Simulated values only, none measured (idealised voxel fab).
Name of the process module below: voxel self aligned vias
Cross-sectional view cut (width: 245 nm; square cell size: 5 nm).
In this document a cross-section is written as a grid of square cells. It is given as a series of bands, listed from the top down, and a band is one or more rows of cells. Quick guide to a band line: top height, bottom height (nm) up front; then every material left to right with its width in nm. Only one material and it's marked "full width"? Then it fills the band edge to edge. And "blank" just means empty space. Height reference: 0 = level under which incoming wafer is all one material. Lowest band: no bottom, runs on downward, e.g. "0..down". When a width is written as two numbers, as in "30->40", the first number is the width in the top row of cells of the band and the second is the width in its bottom row, and the width changes by the same amount from each row to the next. Reading "nothing got changed" for a step: not a cell of the cross-section changed in it. "closed voids": sealed empty spaces, 8 cells or more, no open way to top, listed width x height at distance, with distance from the left edge and width, height and distance in nm. On a step's line, text after the settings is the simulator commenting on that step. Regarding "overlay nm": on a step with a mask, it is the distance the mask lay to the right of its planned place; a negative value places it to the left.

Planned process steps:
1) RECEIVE [material Si]
2) CONFORMAL_DEP [material SiO2] [thk nm 10]
3) CONFORMAL_DEP [material SiCN] [thk nm 5]
4) DIRECTIONAL_DEP [material lowk] [thk nm 25]
5) MASKED_ETCH [tone open] [mask id LINES] [width nm 25] [pitch nm 75] [etch materials lowk] [depth nm 25] [overlay nm 0]
6) CONFORMAL_DEP [material TiN] [thk nm 5]
7) FILL_DEP [material Ru] [thk nm 10]
8) CMP [height nm 40]
9) SELECTIVE_ETCH [etch materials W Ru TiN] [depth nm 5]
10) FILL_DEP [material SiN] [thk nm 5]
11) CMP [height nm 40]
12) DIRECTIONAL_DEP [material lowk] [thk nm 15]
13) DIRECTIONAL_DEP [material aC] [thk nm 10]
14) PATTERN [tone open] [mask id VIAS] [material resist] [width nm 45] [thk nm 25] [overlay nm 0]
15) DIRECTIONAL_ETCH [etch materials aC] [depth nm 10]
16) STRIP [etch materials resist]
17) DIRECTIONAL_ETCH [etch materials lowk] [depth nm 15]
18) DIRECTIONAL_ETCH [etch materials SiN] [depth nm 5]
19) STRIP [etch materials aC]
20) CONFORMAL_DEP [material TiN] [thk nm 5]
21) FILL_DEP [material Ru] [thk nm 10]
22) CMP [height nm 55]
23) CONFORMAL_DEP [material SiCN] [thk nm 5]

Cross-section of the wafer upon arrival, representing the state reached after step 1:
0..down  Si full width
closed voids: none

Cross-section, end of module. Start: as above. Plan: as above. Execution: one mistake:
60..55  SiCN full width
55..45  60 lowk  5 TiN  35 Ru  5 TiN  140 lowk
45..40  60 lowk  15 TiN  20 Ru  10 TiN  140 lowk
40..35  70 lowk  30 TiN  45 lowk  30 SiN  70 lowk
35..20  70 lowk  5 TiN  20 Ru  5 TiN  45 lowk  5 TiN  20 Ru  5 TiN  70 lowk
20..15  70 lowk  30 TiN  45 lowk  30 TiN  70 lowk
15..10  SiCN full width
10..0  SiO2 full width
0..down  Si full width
closed voids: none
Where did the run depart from the plan? step 5 ran with different settings than intended, the actual operation and settings being MASKED_ETCH [tone open] [mask id LINES] [width nm 30] [pitch nm 75] [etch materials lowk] [depth nm 25] [overlay nm 0]
